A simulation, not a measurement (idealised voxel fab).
You're looking at the process module voxel spacer lines.
cross-section cut | 230 nm wide | cells 5 nm
Throughout this document, each cross-section is represented as a grid of square cells and is presented as a sequence of bands enumerated from the top downward, where a band comprises one or more rows of cells.
Look at the band entry: it leads with the top's height and the bottom's height in nm. Then it lists the materials left to right, with a width in nm for each. The word "throughout" on a single material says that material fills the band edge to edge. The word "empty" is empty space.
Height reference: 0 = level under which incoming wafer is all one material. Lowest band: no bottom, runs on downward, e.g. "top 0, no bottom".
Width spec "30..40" -> top row of cells at first value, bottom row at second value, equal per-row change in between.
Step note "identical to before" = no cross-section cell changed.
Look at "Closed voids list" for the closed voids: empty spaces with no open path to the top, sized 8 cells or up. Each is width x height at distance, distance from the left edge, all nm.
Formally, on a step line, whatever follows the settings is a remark that the simulator itself makes on the step.
On any step carrying a mask, the "overlay nm" setting, if present on the step's line, tells how far right of its planned place the mask lay; negative values point to the left.

### Planned process steps
1. RECEIVE with material Si
2. CONFORMAL_DEP with material Al2O3, thk nm 5
3. DIRECTIONAL_DEP with material SiN, thk nm 10
4. DIRECTIONAL_DEP with material polySi, thk nm 25
5. PATTERN with tone cover, mask id MANDREL, material resist, width nm 15, pitch nm 60, thk nm 35, overlay nm 0
6. DIRECTIONAL_ETCH with etch materials polySi, depth nm 25
7. STRIP with etch materials resist
8. CONFORMAL_DEP with material SiO2, thk nm 15
9. DIRECTIONAL_ETCH with etch materials SiO2, depth nm 15
10. STRIP with etch materials polySi
11. DIRECTIONAL_ETCH with etch materials SiN, depth nm 10
12. STRIP with etch materials SiO2
Same starting wafers, different width nm at step 5. Plan value belongs to the first wafer.

### Cross-section of the first of several wafers on receipt, reflecting completion of step 1
    top 0, no bottom: Si throughout
    Closed voids list: none

### Table: wafers, a row each; end-of-module cell change per material since receipt, gain (+), loss (-); then closed voids
width nm 15; +46 Al2O3; +36 SiN; Closed voids list: none
width nm 20; +46 Al2O3; +36 SiN; Closed voids list: none
width nm 25; +46 Al2O3; +36 SiN; Closed voids list: none
width nm 30; +46 Al2O3; +36 SiN; Closed voids list: none
